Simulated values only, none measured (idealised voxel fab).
The following process module bears the name voxel capacitor over wiring.
It is cross-section cut that appears here, measuring 190 nm in width, its square cells being 5 nm in size.
This document writes a cross-section as a grid whose cells are square, and gives it as bands, listed from the top down; one or more rows of cells form a band. First you get the band's top height and its bottom height, in nm, and then the materials it's made of, left to right, with each width in nm. If you see a single material with "full width", that one covers the band edge to edge. "empty" is empty space. It should be noted that heights are counted from 0, beneath which the wafer as supplied is of one material throughout, and that the lowest band possesses no lower boundary but continues downward, as written in "0 and below". You'd read "30..40" like this: the band's top row of cells is as wide as the first number, its bottom row is as wide as the second, and going down, every row changes width by the same amount as the row before did. The cross-section has no changed cell in any step marked "no alterations made". Sealed void listing: empty space of 8 cells or more with no open way to the top, each as width x height at its distance from the left edge, in nm. after a step's settings: what the simulator itself notes on the step. overlay nm: right-of-plan distance of the mask on a masked step; negative values mean left-of-plan. From here on the document is pairs. In a pair, the cross-section before one process step comes with the cross-section after it, and the latter goes no deeper than the lowest band that changed. What lies in between, the step and its settings, is written under the pair. A pair may be from a different run of this module on the same starting wafer than the pair above it, so it continues from that pair only where its entry headed "Pre-step geometry" says so.

-- Pre-step geometry
- 0 and below = Si full width
- Sealed void listing: none

-- As Processed
- 15 down to 0 = SiO2 full width
- Under 0: no change, same as before.
- Sealed void listing: none
Process step (between the before and after cross-sections above): CONFORMAL_DEP [material SiO2] [thk nm 15]

Pre-step geometry: look at the pair above, its after cross-section is where this step starts.

-- As Processed
- 20 down to 15 = TiN full width
- Under 15: no change, same as before.
- Sealed void listing: none
Process step (between the before and after cross-sections above): DIRECTIONAL_DEP [material TiN] [thk nm 5]

Pre-step geometry: look at the pair above, its after cross-section is where this step starts.

-- As Processed
- 35 down to 20 = Ru full width
- Under 20: no change, same as before.
- Sealed void listing: none
Process step (between the before and after cross-sections above): DIRECTIONAL_DEP [material Ru] [thk nm 15]

Pre-step geometry: look at the pair above, its after cross-section is where this step starts.

-- As Processed
- 55 down to 35 = empty (30) | resist (30) | empty (65) | resist (30) | empty (35)
- Under 35: no change, same as before.
- Sealed void listing: none
Process step (between the before and after cross-sections above): PATTERN [tone cover] [mask id METAL_1] [material resist] [width nm 30] [pitch nm 95] [thk nm 20] [overlay nm 0]

Pre-step geometry: look at the pair above, its after cross-section is where this step starts.

-- As Processed
- 55 down to 35 = empty (30) | resist (30) | empty (65) | resist (30) | empty (35)
- 35 down to 20 = empty (30) | Ru (30) | empty (65) | Ru (30) | empty (35)
- Under 20: no change, same as before.
- Sealed void listing: none
Process step (between the before and after cross-sections above): DIRECTIONAL_ETCH [etch materials Ru] [depth nm 15]

Pre-step geometry: look at the pair above, its after cross-section is where this step starts.

-- As Processed
- 55 down to 35 = empty (30) | resist (30) | empty (65) | resist (30) | empty (35)
- 35 down to 20 = empty (30) | Ru (30) | empty (65) | Ru (30) | empty (35)
- 20 down to 15 = empty (30) | TiN (30) | empty (65) | TiN (30) | empty (35)
- Under 15: no change, same as before.
- Sealed void listing: none
Process step (between the before and after cross-sections above): DIRECTIONAL_ETCH [etch materials TiN] [depth nm 5]

Pre-step geometry: look at the pair above, its after cross-section is where this step starts.

-- As Processed
- 35 down to 20 = empty (30) | Ru (30) | empty (65) | Ru (30) | empty (35)
- Under 20: no change, same as before.
- Sealed void listing: none
Process step (between the before and after cross-sections above): STRIP [etch materials resist]

Pre-step geometry: look at the pair above, its after cross-section is where this step starts.

-- As Processed
- 40 down to 35 = lowk full width
- 35 down to 20 = lowk (30) | Ru (30) | lowk (65) | Ru (30) | lowk (35)
- 20 down to 15 = lowk (30) | TiN (30) | lowk (65) | TiN (30) | lowk (35)
- Under 15: no change, same as before.
- Sealed void listing: none
Process step (between the before and after cross-sections above): FILL_DEP [material lowk] [thk nm 5]

Pre-step geometry: look at the pair above, its after cross-section is where this step starts.

-- As Processed
- 35 down to 20 = lowk (30) | Ru (30) | lowk (65) | Ru (30) | lowk (35)
- Under 20: no change, same as before.
- Sealed void listing: none
Process step (between the before and after cross-sections above): CMP [height nm 35]

Pre-step geometry: look at the pair above, its after cross-section is where this step starts.

-- As Processed
- 40 down to 35 = SiCN full width
- Under 35: no change, same as before.
- Sealed void listing: none
Process step (between the before and after cross-sections above): CONFORMAL_DEP [material SiCN] [thk nm 5]

Pre-step geometry: look at the pair above, its after cross-section is where this step starts.

-- As Processed
- 60 down to 40 = SiO2 full width
- Under 40: no change, same as before.
- Sealed void listing: none
Process step (between the before and after cross-sections above): DIRECTIONAL_DEP [material SiO2] [thk nm 20]

Pre-step geometry: look at the pair above, its after cross-section is where this step starts.

-- As Processed
- 70 down to 60 = aC full width
- Under 60: no change, same as before.
- Sealed void listing: none
Process step (between the before and after cross-sections above): DIRECTIONAL_DEP [material aC] [thk nm 10]

Pre-step geometry: look at the pair above, its after cross-section is where this step starts.

-- As Processed
- 95 down to 70 = resist (45) | empty (15) | resist (130)
- Under 70: no change, same as before.
- Sealed void listing: none
Process step (between the before and after cross-sections above): PATTERN [tone open] [mask id PLUG_1] [material resist] [width nm 15] [thk nm 25] [overlay nm 0]

Pre-step geometry: look at the pair above, its after cross-section is where this step starts.

-- As Processed
- 85 down to 70 = resist (45) | empty (15) | resist (130)
- 70 down to 60 = aC (45) | empty (15) | aC (130)
- Under 60: no change, same as before.
- Sealed void listing: none
Process step (between the before and after cross-sections above): DIRECTIONAL_ETCH [etch materials aC] [depth nm 10]

Pre-step geometry: look at the pair above, its after cross-section is where this step starts.

-- As Processed
- 70 down to 60 = aC (45) | empty (15) | aC (130)
- Under 60: no change, same as before.
- Sealed void listing: none
Process step (between the before and after cross-sections above): STRIP [etch materials resist]

Pre-step geometry: look at the pair above, its after cross-section is where this step starts.

-- As Processed
- 70 down to 60 = aC (45) | empty (15) | aC (130)
- 60 down to 40 = SiO2 (45) | empty (15) | SiO2 (130)
- Under 40: no change, same as before.
- Sealed void listing: none
Process step (between the before and after cross-sections above): DIRECTIONAL_ETCH [etch materials SiO2] [depth nm 20]

Pre-step geometry: look at the pair above, its after cross-section is where this step starts.

-- As Processed
- 70 down to 60 = aC (45) | empty (15) | aC (130)
- 60 down to 40 = SiO2 (45) | empty (15) | SiO2 (130)
- 40 down to 35 = SiCN (45) | empty (15) | SiCN (130)
- Under 35: no change, same as before.
- Sealed void listing: none
Process step (between the before and after cross-sections above): DIRECTIONAL_ETCH [etch materials SiCN] [depth nm 5]

Pre-step geometry: look at the pair above, its after cross-section is where this step starts.

-- As Processed
- 60 down to 40 = SiO2 (45) | empty (15) | SiO2 (130)
- Under 40: no change, same as before.
- Sealed void listing: none
Process step (between the before and after cross-sections above): STRIP [etch materials aC]

Pre-step geometry: look at the pair above, its after cross-section is where this step starts.

-- As Processed
- 60 down to 45 = SiO2 (45) | empty (15) | SiO2 (130)
- 45 down to 40 = SiO2 (45) | Ru (15) | SiO2 (130)
- 40 down to 35 = SiCN (45) | Ru (15) | SiCN (130)
- Under 35: no change, same as before.
- Sealed void listing: none
Process step (between the before and after cross-sections above): EPI [material Ru] [thk nm 10]

Pre-step geometry: look at the pair above, its after cross-section is where this step starts.

-- As Processed
- 60 down to 55 = SiO2 (45) | empty (15) | SiO2 (130)
- 55 down to 40 = SiO2 (45) | Ru (15) | SiO2 (130)
- Under 40: no change, same as before.
- Sealed void listing: none
Process step (between the before and after cross-sections above): EPI [material Ru] [thk nm 10]

Pre-step geometry: look at the pair above, its after cross-section is where this step starts.

-- As Processed
- 60 down to 40 = SiO2 (45) | Ru (15) | SiO2 (130)
- Under 40: no change, same as before.
- Sealed void listing: none
Process step (between the before and after cross-sections above): EPI [material Ru] [thk nm 5]

Pre-step geometry: look at the pair above, its after cross-section is where this step starts.

-- As Processed
- 65 down to 60 = TiN full width
- Under 60: no change, same as before.
- Sealed void listing: none
Process step (between the before and after cross-sections above): DIRECTIONAL_DEP [material TiN] [thk nm 5]

Pre-step geometry: look at the pair above, its after cross-section is where this step starts.

-- As Processed
- 70 down to 65 = Al2O3 full width
- Under 65: no change, same as before.
- Sealed void listing: none
Process step (between the before and after cross-sections above): DIRECTIONAL_DEP [material Al2O3] [thk nm 5]

Pre-step geometry: look at the pair above, its after cross-section is where this step starts.

-- As Processed
- 80 down to 70 = TiN full width
- Under 70: no change, same as before.
- Sealed void listing: none
Process step (between the before and after cross-sections above): DIRECTIONAL_DEP [material TiN] [thk nm 10]

Pre-step geometry: look at the pair above, its after cross-section is where this step starts.

-- As Processed
- 90 down to 80 = aC full width
- Under 80: no change, same as before.
- Sealed void listing: none
Process step (between the before and after cross-sections above): DIRECTIONAL_DEP [material aC] [thk nm 10]

Pre-step geometry: look at the pair above, its after cross-section is where this step starts.

-- As Processed
- 115 down to 90 = empty (45) | resist (70) | empty (75)
- Under 90: no change, same as before.
- Sealed void listing: none
Process step (between the before and after cross-sections above): PATTERN [tone cover] [mask id UPPER_PLATE] [material resist] [width nm 70] [thk nm 25] [overlay nm 0]

Pre-step geometry: look at the pair above, its after cross-section is where this step starts.

-- As Processed
- 105 down to 90 = empty (45) | resist (70) | empty (75)
- 90 down to 80 = empty (45) | aC (70) | empty (75)
- Under 80: no change, same as before.
- Sealed void listing: none
Process step (between the before and after cross-sections above): DIRECTIONAL_ETCH [etch materials aC] [depth nm 10]

Pre-step geometry: look at the pair above, its after cross-section is where this step starts.

-- As Processed
- 90 down to 80 = empty (45) | aC (70) | empty (75)
- Under 80: no change, same as before.
- Sealed void listing: none
Process step (between the before and after cross-sections above): STRIP [etch materials resist]

Pre-step geometry: look at the pair above, its after cross-section is where this step starts.

-- As Processed
- 90 down to 80 = empty (45) | aC (70) | empty (75)
- 80 down to 70 = empty (45) | TiN (70) | empty (75)
- Under 70: no change, same as before.
- Sealed void listing: none
Process step (between the before and after cross-sections above): DIRECTIONAL_ETCH [etch materials TiN] [depth nm 10]

Pre-step geometry: look at the pair above, its after cross-section is where this step starts.

-- As Processed
- 90 down to 80 = empty (45) | aC (70) | empty (75)
- 80 down to 70 = empty (45) | TiN (70) | empty (75)
- 70 down to 65 = empty (45) | Al2O3 (70) | empty (75)
- Under 65: no change, same as before.
- Sealed void listing: none
Process step (between the before and after cross-sections above): DIRECTIONAL_ETCH [etch materials Al2O3] [depth nm 5]

Pre-step geometry: look at the pair above, its after cross-section is where this step starts.

-- As Processed
- 80 down to 70 = empty (45) | TiN (70) | empty (75)
- Under 70: no change, same as before.
- Sealed void listing: none
Process step (between the before and after cross-sections above): STRIP [etch materials aC]

Pre-step geometry: look at the pair above, its after cross-section is where this step starts.

-- As Processed
- 95 down to 80 = empty (45) | aC (70) | empty (75)
- 80 down to 70 = aC (45) | TiN (70) | aC (75)
- 70 down to 65 = aC (45) | Al2O3 (70) | aC (75)
- Under 65: no change, same as before.
- Sealed void listing: none
Process step (between the before and after cross-sections above): DIRECTIONAL_DEP [material aC] [thk nm 15]

Pre-step geometry: look at the pair above, its after cross-section is where this step starts.

-- As Processed
- 130 down to 95 = empty (40) | resist (80) | empty (70)
- 95 down to 80 = empty (40) | resist (5) | aC (70) | resist (5) | empty (70)
- Under 80: no change, same as before.
- Sealed void listing: none
Process step (between the before and after cross-sections above): PATTERN [tone cover] [mask id LOWER_PLATE] [material resist] [width nm 80] [thk nm 35] [overlay nm 0]

Pre-step geometry: look at the pair above, its after cross-section is where this step starts.

-- As Processed
- 115 down to 95 = empty (40) | resist (80) | empty (70)
- 95 down to 80 = empty (40) | resist (5) | aC (70) | resist (5) | empty (70)
- 80 down to 70 = empty (40) | aC (5) | TiN (70) | aC (5) | empty (70)
- 70 down to 65 = empty (40) | aC (5) | Al2O3 (70) | aC (5) | empty (70)
- Under 65: no change, same as before.
- Sealed void listing: none
Process step (between the before and after cross-sections above): DIRECTIONAL_ETCH [etch materials aC] [depth nm 15]

Pre-step geometry: look at the pair above, its after cross-section is where this step starts.

-- As Processed
- 95 down to 80 = empty (45) | aC (70) | empty (75)
- Under 80: no change, same as before.
- Sealed void listing: none
Process step (between the before and after cross-sections above): STRIP [etch materials resist]

Pre-step geometry: look at the pair above, its after cross-section is where this step starts.

-- As Processed
- 95 down to 80 = empty (45) | aC (70) | empty (75)
- 80 down to 70 = empty (40) | aC (5) | TiN (70) | aC (5) | empty (70)
- 70 down to 65 = empty (40) | aC (5) | Al2O3 (70) | aC (5) | empty (70)
- 65 down to 60 = empty (40) | TiN (80) | empty (70)
- Under 60: no change, same as before.
- Sealed void listing: none
Process step (between the before and after cross-sections above): DIRECTIONAL_ETCH [etch materials TiN] [depth nm 5]

Pre-step geometry: look at the pair above, its after cross-section is where this step starts.

-- As Processed
- 80 down to 70 = empty (45) | TiN (70) | empty (75)
- 70 down to 65 = empty (45) | Al2O3 (70) | empty (75)
- Under 65: no change, same as before.
- Sealed void listing: none
Process step (between the before and after cross-sections above): STRIP [etch materials aC]

Pre-step geometry: look at the pair above, its after cross-section is where this step starts.

-- As Processed
- 95 down to 80 = SiO2 full width
- 80 down to 70 = SiO2 (45) | TiN (70) | SiO2 (75)
- 70 down to 65 = SiO2 (45) | Al2O3 (70) | SiO2 (75)
- 65 down to 60 = SiO2 (40) | TiN (80) | SiO2 (70)
- Under 60: no change, same as before.
- Sealed void listing: none
Process step (between the before and after cross-sections above): FILL_DEP [material SiO2] [thk nm 15]

Pre-step geometry: look at the pair above, its after cross-section is where this step starts.

-- As Processed
- 90 down to 80 = SiO2 full width
- Under 80: no change, same as before.
- Sealed void listing: none
Process step (between the before and after cross-sections above): CMP [height nm 90]

Pre-step geometry: look at the pair above, its after cross-section is where this step starts.

-- As Processed
- 90 down to 80 = SiO2 (55) | empty (15) | SiO2 (120)
- Under 80: no change, same as before.
- Sealed void listing: none
Process step (between the before and after cross-sections above): MASKED_ETCH [tone open] [mask id PLUG_2] [width nm 15] [etch materials SiO2] [depth nm 10] [overlay nm 0]

Pre-step geometry: look at the pair above, its after cross-section is where this step starts.

-- As Processed
- 95 down to 90 = TiN (60) | empty (5) | TiN (125)
- 90 down to 85 = SiO2 (55) | TiN (5) | empty (5) | TiN (5) | SiO2 (120)
- 85 down to 80 = SiO2 (55) | TiN (15) | SiO2 (120)
- Under 80: no change, same as before.
- Sealed void listing: none
Process step (between the before and after cross-sections above): CONFORMAL_DEP [material TiN] [thk nm 5]

Pre-step geometry: look at the pair above, its after cross-section is where this step starts.

-- As Processed
- 105 down to 95 = W full width
- 95 down to 90 = TiN (60) | W (5) | TiN (125)
- 90 down to 85 = SiO2 (55) | TiN (5) | W (5) | TiN (5) | SiO2 (120)
- Under 85: no change, same as before.
- Sealed void listing: none
Process step (between the before and after cross-sections above): FILL_DEP [material W] [thk nm 10]

Pre-step geometry: look at the pair above, its after cross-section is where this step starts.

-- As Processed
- 90 down to 85 = SiO2 (55) | TiN (5) | W (5) | TiN (5) | SiO2 (120)
- Under 85: no change, same as before.
- Sealed void listing: none
Process step (between the before and after cross-sections above): CMP [height nm 90]

Pre-step geometry: look at the pair above, its after cross-section is where this step starts.

-- As Processed
- 95 down to 90 = SiCN full width
- Under 90: no change, same as before.
- Sealed void listing: none
Process step (between the before and after cross-sections above): CONFORMAL_DEP [material SiCN] [thk nm 5]

-- Pre-step geometry
- 60 down to 45 = SiO2 (45) | empty (15) | SiO2 (130)
- 45 down to 40 = SiO2 (45) | Ru (15) | SiO2 (130)
- 40 down to 35 = SiCN (45) | Ru (15) | SiCN (130)
- 35 down to 20 = lowk (30) | Ru (30) | lowk (65) | Ru (30) | lowk (35)
- 20 down to 15 = lowk (30) | TiN (30) | lowk (65) | TiN (30) | lowk (35)
- 15 down to 0 = SiO2 full width
- 0 and below = Si full width
- Sealed void listing: none

-- As Processed
- 60 down to 50 = SiO2 (45) | empty (15) | SiO2 (130)
- 50 down to 40 = SiO2 (45) | Ru (15) | SiO2 (130)
- Under 40: no change, same as before.
- Sealed void listing: none
Process step (between the before and after cross-sections above): EPI [material Ru] [thk nm 5]

Pre-step geometry: look at the pair above, its after cross-section is where this step starts.

-- As Processed
- 65 down to 60 = TiN (45) | empty (15) | TiN (130)
- 60 down to 55 = SiO2 (45) | empty (15) | SiO2 (130)
- 55 down to 50 = SiO2 (45) | TiN (15) | SiO2 (130)
- Under 50: no change, same as before.
- Sealed void listing: none
Process step (between the before and after cross-sections above): DIRECTIONAL_DEP [material TiN] [thk nm 5]

Pre-step geometry: look at the pair above, its after cross-section is where this step starts.

-- As Processed
- 70 down to 65 = Al2O3 (45) | empty (15) | Al2O3 (130)
- 65 down to 60 = TiN (45) | empty (15) | TiN (130)
- 60 down to 55 = SiO2 (45) | Al2O3 (15) | SiO2 (130)
- Under 55: no change, same as before.
- Sealed void listing: none
Process step (between the before and after cross-sections above): DIRECTIONAL_DEP [material Al2O3] [thk nm 5]

Pre-step geometry: look at the pair above, its after cross-section is where this step starts.

-- As Processed
- 80 down to 70 = TiN (45) | empty (15) | TiN (130)
- 70 down to 65 = Al2O3 (45) | TiN (15) | Al2O3 (130)
- 65 down to 60 = TiN full width
- Under 60: no change, same as before.
- Sealed void listing: none
Process step (between the before and after cross-sections above): DIRECTIONAL_DEP [material TiN] [thk nm 10]

Pre-step geometry: look at the pair above, its after cross-section is where this step starts.

-- As Processed
- 90 down to 80 = aC (45) | empty (15) | aC (130)
- 80 down to 70 = TiN (45) | aC (15) | TiN (130)
- Under 70: no change, same as before.
- Sealed void listing: none
Process step (between the before and after cross-sections above): DIRECTIONAL_DEP [material aC] [thk nm 10]

Pre-step geometry: look at the pair above, its after cross-section is where this step starts.

-- As Processed
- 115 down to 90 = empty (45) | resist (70) | empty (75)
- 90 down to 80 = aC (45) | resist (15) | aC (130)
- Under 80: no change, same as before.
- Sealed void listing: none
Process step (between the before and after cross-sections above): PATTERN [tone cover] [mask id UPPER_PLATE] [material resist] [width nm 70] [thk nm 25] [overlay nm 0]

Pre-step geometry: look at the pair above, its after cross-section is where this step starts.

-- As Processed
- 105 down to 90 = empty (45) | resist (70) | empty (75)
- 90 down to 80 = empty (45) | resist (15) | aC (55) | empty (75)
- Under 80: no change, same as before.
- Sealed void listing: none
Process step (between the before and after cross-sections above): DIRECTIONAL_ETCH [etch materials aC] [depth nm 10]

Pre-step geometry: look at the pair above, its after cross-section is where this step starts.

-- As Processed
- 90 down to 80 = empty (60) | aC (55) | empty (75)
- Under 80: no change, same as before.
- Sealed void listing: none
Process step (between the before and after cross-sections above): STRIP [etch materials resist]

Pre-step geometry: look at the pair above, its after cross-section is where this step starts.

-- As Processed
- 90 down to 80 = empty (60) | aC (55) | empty (75)
- 80 down to 70 = empty (45) | aC (15) | TiN (55) | empty (75)
- Under 70: no change, same as before.
- Sealed void listing: none
Process step (between the before and after cross-sections above): DIRECTIONAL_ETCH [etch materials TiN] [depth nm 10]

Pre-step geometry: look at the pair above, its after cross-section is where this step starts.

-- As Processed
- 90 down to 80 = empty (60) | aC (55) | empty (75)
- 80 down to 70 = empty (45) | aC (15) | TiN (55) | empty (75)
- 70 down to 65 = empty (45) | TiN (15) | Al2O3 (55) | empty (75)
- Under 65: no change, same as before.
- Sealed void listing: none
Process step (between the before and after cross-sections above): DIRECTIONAL_ETCH [etch materials Al2O3] [depth nm 5]

Pre-step geometry: look at the pair above, its after cross-section is where this step starts.

-- As Processed
- 80 down to 70 = empty (60) | TiN (55) | empty (75)
- Under 70: no change, same as before.
- Sealed void listing: none
Process step (between the before and after cross-sections above): STRIP [etch materials aC]

Pre-step geometry: look at the pair above, its after cross-section is where this step starts.

-- As Processed
- 95 down to 85 = empty (60) | aC (55) | empty (75)
- 85 down to 80 = empty (45) | aC (70) | empty (75)
- 80 down to 70 = aC (60) | TiN (55) | aC (75)
- 70 down to 65 = aC (45) | TiN (15) | Al2O3 (55) | aC (75)
- Under 65: no change, same as before.
- Sealed void listing: none
Process step (between the before and after cross-sections above): DIRECTIONAL_DEP [material aC] [thk nm 15]

Pre-step geometry: look at the pair above, its after cross-section is where this step starts.

-- As Processed
- 130 down to 95 = empty (40) | resist (80) | empty (70)
- 95 down to 85 = empty (40) | resist (20) | aC (55) | resist (5) | empty (70)
- 85 down to 80 = empty (40) | resist (5) | aC (70) | resist (5) | empty (70)
- Under 80: no change, same as before.
- Sealed void listing: none
Process step (between the before and after cross-sections above): PATTERN [tone cover] [mask id LOWER_PLATE] [material resist] [width nm 80] [thk nm 35] [overlay nm 0]

Pre-step geometry: look at the pair above, its after cross-section is where this step starts.

-- As Processed
- 115 down to 95 = empty (40) | resist (80) | empty (70)
- 95 down to 85 = empty (40) | resist (20) | aC (55) | resist (5) | empty (70)
- 85 down to 80 = empty (40) | resist (5) | aC (70) | resist (5) | empty (70)
- 80 down to 70 = empty (40) | aC (20) | TiN (55) | aC (5) | empty (70)
- 70 down to 65 = empty (40) | aC (5) | TiN (15) | Al2O3 (55) | aC (5) | empty (70)
- Under 65: no change, same as before.
- Sealed void listing: none
Process step (between the before and after cross-sections above): DIRECTIONAL_ETCH [etch materials aC] [depth nm 15]

Pre-step geometry: look at the pair above, its after cross-section is where this step starts.

-- As Processed
- 95 down to 85 = empty (60) | aC (55) | empty (75)
- 85 down to 80 = empty (45) | aC (70) | empty (75)
- Under 80: no change, same as before.
- Sealed void listing: none
Process step (between the before and after cross-sections above): STRIP [etch materials resist]

Pre-step geometry: look at the pair above, its after cross-section is where this step starts.

-- As Processed
- 95 down to 85 = empty (60) | aC (55) | empty (75)
- 85 down to 80 = empty (45) | aC (70) | empty (75)
- 80 down to 70 = empty (40) | aC (20) | TiN (55) | aC (5) | empty (70)
- 70 down to 65 = empty (40) | aC (5) | TiN (15) | Al2O3 (55) | aC (5) | empty (70)
- 65 down to 60 = empty (40) | TiN (80) | empty (70)
- Under 60: no change, same as before.
- Sealed void listing: none
Process step (between the before and after cross-sections above): DIRECTIONAL_ETCH [etch materials TiN] [depth nm 5]

Pre-step geometry: look at the pair above, its after cross-section is where this step starts.

-- As Processed
- 80 down to 70 = empty (60) | TiN (55) | empty (75)
- 70 down to 65 = empty (45) | TiN (15) | Al2O3 (55) | empty (75)
- Under 65: no change, same as before.
- Sealed void listing: none
Process step (between the before and after cross-sections above): STRIP [etch materials aC]

Pre-step geometry: look at the pair above, its after cross-section is where this step starts.

-- As Processed
- 95 down to 80 = SiO2 full width
- 80 down to 70 = SiO2 (60) | TiN (55) | SiO2 (75)
- 70 down to 65 = SiO2 (45) | TiN (15) | Al2O3 (55) | SiO2 (75)
- 65 down to 60 = SiO2 (40) | TiN (80) | SiO2 (70)
- Under 60: no change, same as before.
- Sealed void listing: none
Process step (between the before and after cross-sections above): FILL_DEP [material SiO2] [thk nm 15]

Pre-step geometry: look at the pair above, its after cross-section is where this step starts.

-- As Processed
- 90 down to 80 = SiO2 full width
- Under 80: no change, same as before.
- Sealed void listing: none
Process step (between the before and after cross-sections above): CMP [height nm 90]

Pre-step geometry: look at the pair above, its after cross-section is where this step starts.

-- As Processed
- 90 down to 80 = SiO2 (55) | empty (15) | SiO2 (120)
- Under 80: no change, same as before.
- Sealed void listing: none
Process step (between the before and after cross-sections above): MASKED_ETCH [tone open] [mask id PLUG_2] [width nm 15] [etch materials SiO2] [depth nm 10] [overlay nm 0]

Pre-step geometry: look at the pair above, its after cross-section is where this step starts.

-- As Processed
- 95 down to 90 = TiN (60) | empty (5) | TiN (125)
- 90 down to 85 = SiO2 (55) | TiN (5) | empty (5) | TiN (5) | SiO2 (120)
- 85 down to 80 = SiO2 (55) | TiN (15) | SiO2 (120)
- Under 80: no change, same as before.
- Sealed void listing: none
Process step (between the before and after cross-sections above): CONFORMAL_DEP [material TiN] [thk nm 5]

Pre-step geometry: look at the pair above, its after cross-section is where this step starts.

-- As Processed
- 105 down to 95 = W full width
- 95 down to 90 = TiN (60) | W (5) | TiN (125)
- 90 down to 85 = SiO2 (55) | TiN (5) | W (5) | TiN (5) | SiO2 (120)
- Under 85: no change, same as before.
- Sealed void listing: none
Process step (between the before and after cross-sections above): FILL_DEP [material W] [thk nm 10]

Pre-step geometry: look at the pair above, its after cross-section is where this step starts.

-- As Processed
- 90 down to 85 = SiO2 (55) | TiN (5) | W (5) | TiN (5) | SiO2 (120)
- Under 85: no change, same as before.
- Sealed void listing: none
Process step (between the before and after cross-sections above): CMP [height nm 90]

Pre-step geometry: look at the pair above, its after cross-section is where this step starts.

-- As Processed
- 95 down to 90 = SiCN full width
- Under 90: no change, same as before.
- Sealed void listing: none
Process step (between the before and after cross-sections above): CONFORMAL_DEP [material SiCN] [thk nm 5]

-- Pre-step geometry
- 60 down to 40 = SiO2 full width
- 40 down to 35 = SiCN full width
- 35 down to 20 = lowk (30) | Ru (30) | lowk (65) | Ru (30) | lowk (35)
- 20 down to 15 = lowk (30) | TiN (30) | lowk (65) | TiN (30) | lowk (35)
- 15 down to 0 = SiO2 full width
- 0 and below = Si full width
- Sealed void listing: none

-- As Processed
- 80 down to 40 = SiO2 full width
- Under 40: no change, same as before.
- Sealed void listing: none
Process step (between the before and after cross-sections above): DIRECTIONAL_DEP [material SiO2] [thk nm 20]

Pre-step geometry: look at the pair above, its after cross-section is where this step starts.

-- As Processed
- 90 down to 80 = aC full width
- Under 80: no change, same as before.
- Sealed void listing: none
Process step (between the before and after cross-sections above): DIRECTIONAL_DEP [material aC] [thk nm 10]

Pre-step geometry: look at the pair above, its after cross-section is where this step starts.

-- As Processed
- 115 down to 90 = resist (45) | empty (15) | resist (130)
- Under 90: no change, same as before.
- Sealed void listing: none
Process step (between the before and after cross-sections above): PATTERN [tone open] [mask id PLUG_1] [material resist] [width nm 15] [thk nm 25] [overlay nm 0]

Pre-step geometry: look at the pair above, its after cross-section is where this step starts.

-- As Processed
- 105 down to 90 = resist (45) | empty (15) | resist (130)
- 90 down to 80 = aC (45) | empty (15) | aC (130)
- Under 80: no change, same as before.
- Sealed void listing: none
Process step (between the before and after cross-sections above): DIRECTIONAL_ETCH [etch materials aC] [depth nm 10]

Pre-step geometry: look at the pair above, its after cross-section is where this step starts.

-- As Processed
- 90 down to 80 = aC (45) | empty (15) | aC (130)
- Under 80: no change, same as before.
- Sealed void listing: none
Process step (between the before and after cross-sections above): STRIP [etch materials resist]

Pre-step geometry: look at the pair above, its after cross-section is where this step starts.

-- As Processed
- 90 down to 80 = aC (45) | empty (15) | aC (130)
- 80 down to 60 = SiO2 (45) | empty (15) | SiO2 (130)
- Under 60: no change, same as before.
- Sealed void listing: none
Process step (between the before and after cross-sections above): DIRECTIONAL_ETCH [etch materials SiO2] [depth nm 20]

Pre-step geometry: look at the pair above, its after cross-section is where this step starts.

-- As Processed
- 80 down to 60 = SiO2 (45) | empty (15) | SiO2 (130)
- Under 60: no change, same as before.
- Sealed void listing: none
Process step (between the before and after cross-sections above): STRIP [etch materials aC]

Pre-step geometry: look at the pair above, its after cross-section is where this step starts.

-- As Processed
- 85 down to 80 = TiN (45) | empty (15) | TiN (130)
- 80 down to 65 = SiO2 (45) | empty (15) | SiO2 (130)
- 65 down to 60 = SiO2 (45) | TiN (15) | SiO2 (130)
- Under 60: no change, same as before.
- Sealed void listing: none
Process step (between the before and after cross-sections above): DIRECTIONAL_DEP [material TiN] [thk nm 5]

Pre-step geometry: look at the pair above, its after cross-section is where this step starts.

-- As Processed
- 90 down to 85 = Al2O3 (45) | empty (15) | Al2O3 (130)
- 85 down to 80 = TiN (45) | empty (15) | TiN (130)
- 80 down to 70 = SiO2 (45) | empty (15) | SiO2 (130)
- 70 down to 65 = SiO2 (45) | Al2O3 (15) | SiO2 (130)
- Under 65: no change, same as before.
- Sealed void listing: none
Process step (between the before and after cross-sections above): DIRECTIONAL_DEP [material Al2O3] [thk nm 5]

Pre-step geometry: look at the pair above, its after cross-section is where this step starts.

-- As Processed
- 100 down to 90 = TiN (45) | empty (15) | TiN (130)
- 90 down to 85 = Al2O3 (45) | empty (15) | Al2O3 (130)
- 85 down to 80 = TiN (45) | empty (15) | TiN (130)
- 80 down to 70 = SiO2 (45) | TiN (15) | SiO2 (130)
- Under 70: no change, same as before.
- Sealed void listing: none
Process step (between the before and after cross-sections above): DIRECTIONAL_DEP [material TiN] [thk nm 10]

Pre-step geometry: look at the pair above, its after cross-section is where this step starts.

-- As Processed
- 110 down to 100 = aC (45) | empty (15) | aC (130)
- 100 down to 90 = TiN (45) | empty (15) | TiN (130)
- 90 down to 85 = Al2O3 (45) | aC (15) | Al2O3 (130)
- 85 down to 80 = TiN (45) | aC (15) | TiN (130)
- Under 80: no change, same as before.
- Sealed void listing: none
Process step (between the before and after cross-sections above): DIRECTIONAL_DEP [material aC] [thk nm 10]

Pre-step geometry: look at the pair above, its after cross-section is where this step starts.

-- As Processed
- 135 down to 110 = empty (45) | resist (70) | empty (75)
- 110 down to 100 = aC (45) | resist (15) | aC (130)
- 100 down to 90 = TiN (45) | resist (15) | TiN (130)
- Under 90: no change, same as before.
- Sealed void listing: none
Process step (between the before and after cross-sections above): PATTERN [tone cover] [mask id UPPER_PLATE] [material resist] [width nm 70] [thk nm 25] [overlay nm 0]

Pre-step geometry: look at the pair above, its after cross-section is where this step starts.

-- As Processed
- 125 down to 110 = empty (45) | resist (70) | empty (75)
- 110 down to 100 = empty (45) | resist (15) | aC (55) | empty (75)
- Under 100: no change, same as before.
- Sealed void listing: none
Process step (between the before and after cross-sections above): DIRECTIONAL_ETCH [etch materials aC] [depth nm 10]

Pre-step geometry: look at the pair above, its after cross-section is where this step starts.

-- As Processed
- 110 down to 100 = empty (60) | aC (55) | empty (75)
- 100 down to 90 = TiN (45) | empty (15) | TiN (130)
- Under 90: no change, same as before.
- Sealed void listing: none
Process step (between the before and after cross-sections above): STRIP [etch materials resist]

Pre-step geometry: look at the pair above, its after cross-section is where this step starts.

-- As Processed
- 110 down to 100 = empty (60) | aC (55) | empty (75)
- 100 down to 90 = empty (60) | TiN (55) | empty (75)
- Under 90: no change, same as before.
- Sealed void listing: none
Process step (between the before and after cross-sections above): DIRECTIONAL_ETCH [etch materials TiN] [depth nm 10]
